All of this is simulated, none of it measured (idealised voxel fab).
Process module in this document: voxel trench capacitor
Xsec cut, 175 nm wide, square cell size 5 nm.
Notation: cross-section as square-cell grid; stated in bands, top first, going down; one or more cell rows per band. Top, bottom (nm), then materials left to right with widths (nm); lone material tagged "everywhere" fills the whole band edge to edge; "blank" = empty space. Heights are expressed relative to 0, this being the level below which the as-received wafer comprises one material exclusively. The lowest band is unbounded in the downward direction and is denoted as in "0 nm and below". Quick explanation for "30 to 40": the width changes in equal steps down the rows of cells, from the first number in the band's top row to the second number in its bottom row. Where the words "nothing altered" appear for a step, the cross-section shows no cell changed by that step; every cell remained as before. The label "Cavities, sealed" introduces a list of the empty spaces, 8 cells or larger, that have no open way up to the top; each entry in it reads width x height at distance, where the distance is taken from the left edge and all three are stated in nm. What comes after the settings on a step's line is commentary from the simulator itself on that step. When a step includes a mask, the "overlay nm" setting on its line states how far to the right of its planned place that mask lay, and negative values state how far to the left.

-- The planned process steps are enumerated hereunder
1) RECEIVE | material Si
2) CONFORMAL_DEP | material SiN | thk nm 10
3) PATTERN | tone open | mask id TRENCH | material resist | width nm 25 | pitch nm 45 | thk nm 15 | overlay nm 0
4) DIRECTIONAL_ETCH | etch materials SiN | depth nm 10
5) DIRECTIONAL_ETCH | etch materials Si | depth nm 40
6) STRIP | etch materials resist
7) CONFORMAL_DEP | material HfO2 | thk nm 5
8) CONFORMAL_DEP | material TiN | thk nm 5
9) FILL_DEP | material W | thk nm 5
10) CMP | height nm 0
It is noted that the wafers described herein are identical at the outset and are distinguished by the height nm of step 10; the value stated in the plan corresponds to the first wafer.

-- This is how the first of several wafers looked in cross-section when it arrived, which is after step 1
    0 nm and below | Si everywhere
    Cavities, sealed: none

-- Wafer cross-section (first of several) - module end, post step 10 (last step)
    0 nm to -30 nm | 50 of Si  5 of HfO2  5 of TiN  5 of W  5 of TiN  5 of HfO2  20 of Si  5 of HfO2  5 of TiN  5 of W  5 of TiN  5 of HfO2  55 of Si
    -30 nm to -35 nm | 50 of Si  5 of HfO2  15 of TiN  5 of HfO2  20 of Si  5 of HfO2  15 of TiN  5 of HfO2  55 of Si
    -35 nm to -40 nm | 50 of Si  25 of HfO2  20 of Si  25 of HfO2  55 of Si
    -40 nm and below | Si everywhere
    Cavities, sealed: none

-- End of module: cross-section, last of several wafers
    25 nm to 20 nm | W everywhere
    20 nm to 15 nm | 60 of TiN  5 of W  40 of TiN  5 of W  65 of TiN
    15 nm to 10 nm | 55 of HfO2  5 of TiN  5 of W  5 of TiN  30 of HfO2  5 of TiN  5 of W  5 of TiN  60 of HfO2
    10 nm to 0 nm | 50 of SiN  5 of HfO2  5 of TiN  5 of W  5 of TiN  5 of HfO2  20 of SiN  5 of HfO2  5 of TiN  5 of W  5 of TiN  5 of HfO2  55 of SiN
    0 nm to -30 nm | 50 of Si  5 of HfO2  5 of TiN  5 of W  5 of TiN  5 of HfO2  20 of Si  5 of HfO2  5 of TiN  5 of W  5 of TiN  5 of HfO2  55 of Si
    -30 nm to -35 nm | 50 of Si  5 of HfO2  15 of TiN  5 of HfO2  20 of Si  5 of HfO2  15 of TiN  5 of HfO2  55 of Si
    -35 nm to -40 nm | 50 of Si  25 of HfO2  20 of Si  25 of HfO2  55 of Si
    -40 nm and below | Si everywhere
    Cavities, sealed: none

-- Each row below is a wafer at the end of the module, listing for every material the number of cells it has gained (+) or lost (-) since it was received, followed by its closed voids
height nm 0; +38 HfO2; -80 Si; +30 TiN; +12 W; Cavities, sealed: none
height nm 5; +42 HfO2; -80 Si; +25 SiN; +34 TiN; +14 W; Cavities, sealed: none
height nm 10; +46 HfO2; -80 Si; +50 SiN; +38 TiN; +16 W; Cavities, sealed: none
height nm 15; +75 HfO2; -80 Si; +50 SiN; +42 TiN; +18 W; Cavities, sealed: none
height nm 20; +75 HfO2; -80 Si; +50 SiN; +75 TiN; +20 W; Cavities, sealed: none
height nm 25; +75 HfO2; -80 Si; +50 SiN; +75 TiN; +55 W; Cavities, sealed: none
